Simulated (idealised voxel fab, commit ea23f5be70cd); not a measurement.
The following is a process module called voxel spacer lines.
Cross-section cut: width 245 nm, square cells of 5 nm.
Cross-section, as written here: a square-cell grid given band by band from the top down, where a band holds one or more rows of cells.
Within each band entry, the heights of the top and of the bottom of the band appear first, in that order and in nm; the materials of the band then follow from left to right, each with its corresponding width in nm. The designation "everywhere" on a single material indicates that it fills the band from edge to edge; the designation "air" indicates empty space.
Heights are reckoned from 0. Under this level, the received wafer is all of one material. The bottommost band is open-ended downward, for example "from 0 down".
Width "30->40": first value at the band's top row of cells, second value at its bottom row, equal change from row to row.
For the purposes of this document, the phrase "no alterations made" attached to a step denotes that no cell within the cross-section was modified by that step.
Look at "Fully sealed voids" for the closed voids: empty spaces with no open path to the top, sized 8 cells or up. Each is width x height at distance, distance from the left edge, all nm.
after a step's settings: what the simulator itself notes on the step
"overlay nm" on a masked step: distance the mask lay right of its planned place, negative for left.

STEPS PLANNED FOR THE PROCESS
1: RECEIVE, material Si
2: CONFORMAL_DEP, material Al2O3, thk nm 5
3: DIRECTIONAL_DEP, material TiN, thk nm 10
4: DIRECTIONAL_DEP, material aC, thk nm 25
5: PATTERN, tone cover, mask id MANDREL, material resist, width nm 20, pitch nm 60, thk nm 30, overlay nm 0
6: DIRECTIONAL_ETCH, etch materials aC, depth nm 25
7: STRIP, etch materials resist
8: CONFORMAL_DEP, material SiO2, thk nm 10
9: DIRECTIONAL_ETCH, etch materials SiO2, depth nm 10
10: STRIP, etch materials aC
11: DIRECTIONAL_ETCH, etch materials TiN, depth nm 10
12: STRIP, etch materials SiO2
13: FILL_DEP, material lowk, thk nm 5
14: CMP, height nm 15

CROSS-SECTION OF THE WAFER AS IT CAME TO US, I.E., ALREADY THROUGH STEP 1
* from 0 down = Si everywhere
* Fully sealed voids: none

CROSS-SECTIONAL IMAGE OF THE FIRST OF TWO WAFERS AT THE END OF THE MODULE, THE RUN HAVING PROCEEDED AS PLANNED
* from 15 to 5 = lowk (70) / TiN (10) / lowk (20) / TiN (10) / lowk (20) / TiN (10) / lowk (20) / TiN (10) / lowk (75)
* from 5 to 0 = Al2O3 everywhere
* from 0 down = Si everywhere
* Fully sealed voids: none

CROSS-SECTIONAL VIEW: SECOND OF TWO WAFERS, END OF MODULE; START AND PLAN IDENTICAL TO THE FIRST, ONE MISTAKE IN RUNNING
* from 15 to 10 = lowk everywhere
* from 10 to 0 = lowk (70) / TiN (10) / lowk (20) / TiN (10) / lowk (20) / TiN (10) / lowk (20) / TiN (10) / lowk (75)
* from 0 down = Si everywhere
* Fully sealed voids: none
Finding, execution versus plan: plan step 2 was not performed, having been skipped
Wrapping up, a cell-based count of both wafers puts the second over or under the first for these materials: 49 fewer of Al2O3 | 49 more of lowk
